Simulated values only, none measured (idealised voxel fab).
The following is a process module called voxel capacitor over wiring.
Pictured: cross-section cut, 280 nm wide, on a grid of 5 nm square cells.
In what follows, cross-sections appear as grids of square cells, described through bands that run from the top down, where every band is one or more rows of cells. This entry defines a band. It first specifies the height of the band's top and the height of its bottom in nm, and then specifies the band's materials from left to right, stating each material with its width in nm. The word "edge to edge" identifies a single material that fills the band from edge to edge, while the word "air" identifies empty space. It should be noted that heights are counted from 0, beneath which the wafer as supplied is of one material throughout, and that the lowest band possesses no lower boundary but continues downward, as written in "0 nm and below". Read "30 to 40" as a graded width: first number on top, second number at the bottom, same change between each pair of neighbouring rows. "remained the same" (step): cross-section cells unchanged, all of them. Closed empty spaces (no open way to the top) of 8 cells or more are what "Voids, sealed" lists, each as width x height at distance from the left edge, nm for all three. after a step's settings: what the simulator itself notes on the step. A step line may carry the setting "overlay nm", which, for steps involving a mask, states the distance by which the mask lay to the right of its intended position; negative values denote displacement to the left.

[Set out below are the planned steps of the process]
1: RECEIVE, material Si
2: CONFORMAL_DEP, material SiO2, thk nm 15
3: CONFORMAL_DEP, material SiN, thk nm 5
4: DIRECTIONAL_DEP, material lowk, thk nm 20
5: PATTERN, tone open, mask id METAL_1, material resist, width nm 30, pitch nm 80, thk nm 15, overlay nm 0
6: DIRECTIONAL_ETCH, etch materials lowk, depth nm 20
7: DIRECTIONAL_ETCH, etch materials SiN, depth nm 5
8: STRIP, etch materials resist
9: CONFORMAL_DEP, material TiN, thk nm 5
10: FILL_DEP, material W, thk nm 5
11: CMP, height nm 40
12: CONFORMAL_DEP, material SiCN, thk nm 5
13: DIRECTIONAL_DEP, material SiO2, thk nm 10
14: DIRECTIONAL_DEP, material aC, thk nm 10
15: PATTERN, tone open, mask id PLUG_1, material resist, width nm 15, thk nm 30, overlay nm -15
16: DIRECTIONAL_ETCH, etch materials aC, depth nm 10
17: STRIP, etch materials resist
18: DIRECTIONAL_ETCH, etch materials SiO2, depth nm 10
19: DIRECTIONAL_ETCH, etch materials SiCN, depth nm 5
20: STRIP, etch materials aC
21: CONFORMAL_DEP, material TiN, thk nm 5
22: FILL_DEP, material Ru, thk nm 5
23: CMP, height nm 55
24: DIRECTIONAL_DEP, material TiN, thk nm 10
25: DIRECTIONAL_DEP, material Al2O3, thk nm 5
26: DIRECTIONAL_DEP, material TiN, thk nm 5
27: MASKED_ETCH, tone cover, mask id UPPER_PLATE, width nm 55, etch materials TiN, depth nm 5, overlay nm 0
28: MASKED_ETCH, tone cover, mask id UPPER_PLATE, width nm 55, etch materials Al2O3, depth nm 5, overlay nm 0
29: PATTERN, tone cover, mask id LOWER_PLATE, material resist, width nm 65, thk nm 15, overlay nm 0
30: DIRECTIONAL_ETCH, etch materials TiN, depth nm 10
31: STRIP, etch materials resist
32: FILL_DEP, material SiO2, thk nm 15
33: CMP, height nm 85
34: PATTERN, tone open, mask id PLUG_2, material resist, width nm 15, thk nm 15, overlay nm 0
35: DIRECTIONAL_ETCH, etch materials SiO2, depth nm 10
36: STRIP, etch materials resist
37: CONFORMAL_DEP, material TiN, thk nm 5
38: FILL_DEP, material Cu, thk nm 5
39: CMP, height nm 85
40: CONFORMAL_DEP, material SiCN, thk nm 5
The wafers in this document start out alike and differ in the overlay nm applied at step 15; the plan shows the value used for the first wafer.

[As-received state after step 1, first of several wafers, cross-section]
	0 nm and below  Si edge to edge
	Voids, sealed: none

[At the end of the module, after its last step, step 40, the first of several wafers appears in cross-section as follows]
	90 nm to 85 nm  SiCN edge to edge
	85 nm to 80 nm  110 nm SiO2  5 nm TiN  5 nm Cu  5 nm TiN  155 nm SiO2
	80 nm to 70 nm  110 to 100 nm SiO2  15 to 55 nm TiN  155 to 125 nm SiO2
	70 nm to 65 nm  100 nm SiO2  55 nm Al2O3  125 nm SiO2
	65 nm to 55 nm  95 nm SiO2  65 nm TiN  120 nm SiO2
	55 nm to 45 nm  85 nm SiO2  5 nm TiN  5 nm Ru  5 nm TiN  180 nm SiO2
	45 nm to 40 nm  85 nm SiCN  15 nm TiN  180 nm SiCN
	40 nm to 20 nm  85 nm lowk  5 nm TiN  20 nm W  5 nm TiN  50 nm lowk  5 nm TiN  20 nm W  5 nm TiN  85 nm lowk
	20 nm to 15 nm  85 nm SiN  30 nm TiN  50 nm SiN  30 nm TiN  85 nm SiN
	15 nm to 0 nm  SiO2 edge to edge
	0 nm and below  Si edge to edge
	Voids, sealed: none

[Last wafer, end of module, cross-section]
	90 nm to 85 nm  SiCN edge to edge
	85 nm to 80 nm  110 nm SiO2  5 nm TiN  5 nm Cu  5 nm TiN  155 nm SiO2
	80 nm to 70 nm  110 to 100 nm SiO2  15 to 55 nm TiN  155 to 125 nm SiO2
	70 nm to 65 nm  100 nm SiO2  55 nm Al2O3  125 nm SiO2
	65 nm to 55 nm  95 nm SiO2  65 nm TiN  120 nm SiO2
	55 nm to 45 nm  115 nm SiO2  5 nm TiN  5 nm Ru  5 nm TiN  150 nm SiO2
	45 nm to 40 nm  115 nm SiCN  15 nm TiN  150 nm SiCN
	40 nm to 20 nm  85 nm lowk  5 nm TiN  20 nm W  5 nm TiN  50 nm lowk  5 nm TiN  20 nm W  5 nm TiN  85 nm lowk
	20 nm to 15 nm  85 nm SiN  30 nm TiN  50 nm SiN  30 nm TiN  85 nm SiN
	15 nm to 0 nm  SiO2 edge to edge
	0 nm and below  Si edge to edge
	Voids, sealed: none

[Note: the following table is arranged by wafer, a row apiece. Each row reports the end-of-module state: per material, cells gained (+) or cells lost (-) compared with the wafer as received; closed voids follow]
overlay nm -15 | +11 Al2O3 | +1 Cu | +2 Ru | +109 SiCN | +44 SiN | +556 SiO2 | +77 TiN | +32 W | +176 lowk | Voids, sealed: none
overlay nm -10 | +11 Al2O3 | +1 Cu | +2 Ru | +109 SiCN | +44 SiN | +556 SiO2 | +77 TiN | +32 W | +176 lowk | Voids, sealed: none
overlay nm -5 | +11 Al2O3 | +1 Cu | +2 Ru | +109 SiCN | +44 SiN | +556 SiO2 | +77 TiN | +32 W | +176 lowk | Voids, sealed: none
overlay nm 0 | +11 Al2O3 | +1 Cu | +2 Ru | +109 SiCN | +44 SiN | +556 SiO2 | +77 TiN | +32 W | +176 lowk | Voids, sealed: none
overlay nm 5 | +11 Al2O3 | +1 Cu | +2 Ru | +109 SiCN | +44 SiN | +556 SiO2 | +77 TiN | +32 W | +176 lowk | Voids, sealed: none
overlay nm 10 | +11 Al2O3 | +1 Cu | +2 Ru | +109 SiCN | +44 SiN | +556 SiO2 | +77 TiN | +32 W | +176 lowk | Voids, sealed: none
overlay nm 15 | +11 Al2O3 | +1 Cu | +2 Ru | +109 SiCN | +44 SiN | +556 SiO2 | +77 TiN | +32 W | +176 lowk | Voids, sealed: none
